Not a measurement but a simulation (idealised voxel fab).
process module | voxel gate over fins
cross-section cut | 245 nm wide | cells 5 nm
A cross-section is a grid of square cells, given in bands from the top down. A band is one or more rows of cells.
Each band's line starts with the height of the band's top and of its bottom, in nm. Then come its materials from left to right, each with its width in nm. One material with "throughout" fills the band from edge to edge. "air" is empty space.
Height 0 is the level under which the wafer as received is all one material. The lowest band goes on downwards, as in "0 down".
A width such as "30 to 40" changes by the same amount from each row of cells to the next, from the band's top row to its bottom row.
"no change" after a step means that no cell of the cross-section changed.
closed voids: empty space of 8 cells or more with no open way to the top, each as width x height at its distance from the left edge, in nm
after a step's settings: what the simulator itself notes on the step
overlay nm, on a step with a mask: how far to the right of its planned place the mask lay; to the left if negative
plan
1 op RECEIVE | material Si
2 op CONFORMAL_DEP | material SiN | thk nm 10
3 op PATTERN | tone cover | mask id FINS | material resist | width nm 15 | pitch nm 35 | thk nm 20 | overlay nm -15
4 op DIRECTIONAL_ETCH | etch materials SiN | depth nm 10
5 op DIRECTIONAL_ETCH | etch materials Si | depth nm 40
6 op STRIP | etch materials resist
7 op FILL_DEP | material SiO2 | thk nm 5
8 op CMP | height nm 10
9 op SELECTIVE_ETCH | etch materials SiO2 | depth nm 20
10 op STRIP | etch materials SiN
11 op CONFORMAL_DEP | material HfO2 | thk nm 5
12 op CONFORMAL_DEP | material TiN | thk nm 5
13 op FILL_DEP | material W | thk nm 10
14 op CMP | height nm 15
15 op CONFORMAL_DEP | material SiN | thk nm 10
varied across the wafers: overlay nm of step 3. The plan shows the first wafer's value. All wafers start alike
first wafer as received, after step 1
  0 down: Si throughout
  closed voids: none
each wafer at the end: cells of each material gained (+) or lost (-) since it was received, then its closed voids
overlay nm -15 | +57 HfO2 | -344 Si | +98 SiN | +258 SiO2 | +57 TiN | +119 W | closed voids: none
overlay nm -10 | +57 HfO2 | -344 Si | +98 SiN | +258 SiO2 | +57 TiN | +119 W | closed voids: none
overlay nm -5 | +57 HfO2 | -344 Si | +98 SiN | +258 SiO2 | +57 TiN | +119 W | closed voids: none
overlay nm 0 | +57 HfO2 | -344 Si | +98 SiN | +258 SiO2 | +57 TiN | +119 W | closed voids: none
overlay nm 5 | +57 HfO2 | -344 Si | +98 SiN | +258 SiO2 | +57 TiN | +119 W | closed voids: none
overlay nm 10 | +57 HfO2 | -344 Si | +98 SiN | +258 SiO2 | +57 TiN | +119 W | closed voids: none
overlay nm 15 | +57 HfO2 | -344 Si | +98 SiN | +258 SiO2 | +57 TiN | +119 W | closed voids: none
